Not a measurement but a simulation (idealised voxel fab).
voxel ribs on slabs: a process module
Square cells of 5 nm make up the cross-section cut, whose width is 205 nm.
How to read a cross-section here: the picture is a grid of square cells, written as bands going from the top down, and any band can span one or more rows of cells. Basically the band line says how high the top is and how high the bottom is, in nm, and then what's in it from left to right, every material with its width in nm. Empty space shows up as "air", and if a single material carries "everywhere" it runs the full band edge to edge. Height is counted from the level 0, under which the received wafer is composed throughout of one material. The lowest of the bands is not closed at the bottom but continues downward, in the notation "0..down". Per-row width for "30->40": begins at first number (top row of band), ends at second number (bottom row), increment between rows held constant. "no alteration" (step): cross-section cells unchanged, all of them. Closed-off voids of 8+ cells (no open route to the top) go in "Sealed internal cavities", written width x height at distance from the left edge, in nm. That trailing text on a step's line, after the settings, is the simulator's own remark on the step. "overlay nm" denotes, for a step that has a mask, the displacement of the mask to the right of its planned place, with negative values corresponding to the left.

This section lists the process steps that were planned
1,RECEIVE, material Si
2,DIRECTIONAL_DEP, material SiO2, thk nm 25
3,DIRECTIONAL_DEP, material polySi, thk nm 20
4,PATTERN, tone cover, mask id RIB, material resist, width nm 30, thk nm 20, overlay nm 0
5,DIRECTIONAL_ETCH, etch materials polySi, depth nm 10
6,STRIP, etch materials resist
7,MASKED_ETCH, tone cover, mask id SLAB, width nm 60, etch materials polySi, depth nm 10, overlay nm 0
8,FILL_DEP, material SiO2, thk nm 25
9,CMP, height nm 60
10,DIRECTIONAL_DEP, material TiN, thk nm 5
11,PATTERN, tone cover, mask id HEATER, material resist, width nm 40, thk nm 20, overlay nm 0
12,DIRECTIONAL_ETCH, etch materials TiN, depth nm 5
13,STRIP, etch materials resist
14,CONFORMAL_DEP, material SiO2, thk nm 10
Split variable: thk nm, step 10. Plan value = first wafer. Wafers start alike.

Cross-section, first of several wafers, as delivered after step 1
    0..down  Si everywhere
    Sealed internal cavities: none

Quick key for the table: a row per wafer, taken at the end of the module. For each material it tells you how many cells the wafer gained (+) or lost (-) since it came in, and the closed voids come after
thk nm 5, +542 SiO2, +8 TiN, +36 polySi, Sealed internal cavities: none
thk nm 10, +542 SiO2, +49 TiN, +36 polySi, Sealed internal cavities: none
thk nm 15, +542 SiO2, +90 TiN, +36 polySi, Sealed internal cavities: none
thk nm 20, +542 SiO2, +131 TiN, +36 polySi, Sealed internal cavities: none
